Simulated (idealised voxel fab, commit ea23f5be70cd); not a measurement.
process module | voxel air gaps
cross-section cut | 215 nm wide | cells 5 nm
A cross-section is a grid of square cells, given in bands from the top down. A band is one or more rows of cells.
Each band's line starts with the height of the band's top and of its bottom, in nm. Then come its materials from left to right, each with its width in nm. One material with "throughout" fills the band from edge to edge. "air" is empty space.
Height 0 is the level under which the wafer as received is all one material. The lowest band goes on downwards, as in "0 down".
A width such as "30 to 40" changes by the same amount from each row of cells to the next, from the band's top row to its bottom row.
"no change" after a step means that no cell of the cross-section changed.
closed voids: empty space of 8 cells or more with no open way to the top, each as width x height at its distance from the left edge, in nm
after a step's settings: what the simulator itself notes on the step
overlay nm, on a step with a mask: how far to the right of its planned place the mask lay; to the left if negative
plan
1 op RECEIVE | material Si
2 op CONFORMAL_DEP | material SiO2 | thk nm 10
3 op CONFORMAL_DEP | material SiCN | thk nm 5
4 op DIRECTIONAL_DEP | material lowk | thk nm 40
5 op DIRECTIONAL_DEP | material aC | thk nm 10
6 op PATTERN | tone open | mask id LINES | material resist | width nm 20 | pitch nm 50 | thk nm 30 | overlay nm 0
7 op DIRECTIONAL_ETCH | etch materials aC | depth nm 10
8 op STRIP | etch materials resist
9 op DIRECTIONAL_ETCH | etch materials lowk | depth nm 40
10 op STRIP | etch materials aC
11 op CONFORMAL_DEP | material TiN | thk nm 5
12 op FILL_DEP | material Cu | thk nm 5
13 op CMP | height nm 55
14 op EPI | material Ru | thk nm 10
15 op SELECTIVE_ETCH | etch materials lowk | depth nm 50
16 op CONFORMAL_DEP | material SiCN | thk nm 5
as received, after step 1
  0 down: Si throughout
  closed voids: none
a wafer at the end: this start, this plan, one mistake
  65 to 55: air 35 | Ru 40 | air 10 | Ru 40 | air 10 | Ru 40 | air 40
  55 to 20: air 45 | TiN 5 | Cu 10 | TiN 5 | air 30 | TiN 5 | Cu 10 | TiN 5 | air 30 | TiN 5 | Cu 10 | TiN 5 | air 50
  20 to 15: air 45 | TiN 20 | air 30 | TiN 20 | air 30 | TiN 20 | air 50
  15 to 10: SiCN throughout
  10 to 0: SiO2 throughout
  0 down: Si throughout
  closed voids: none
what went wrong: step 16 was left out
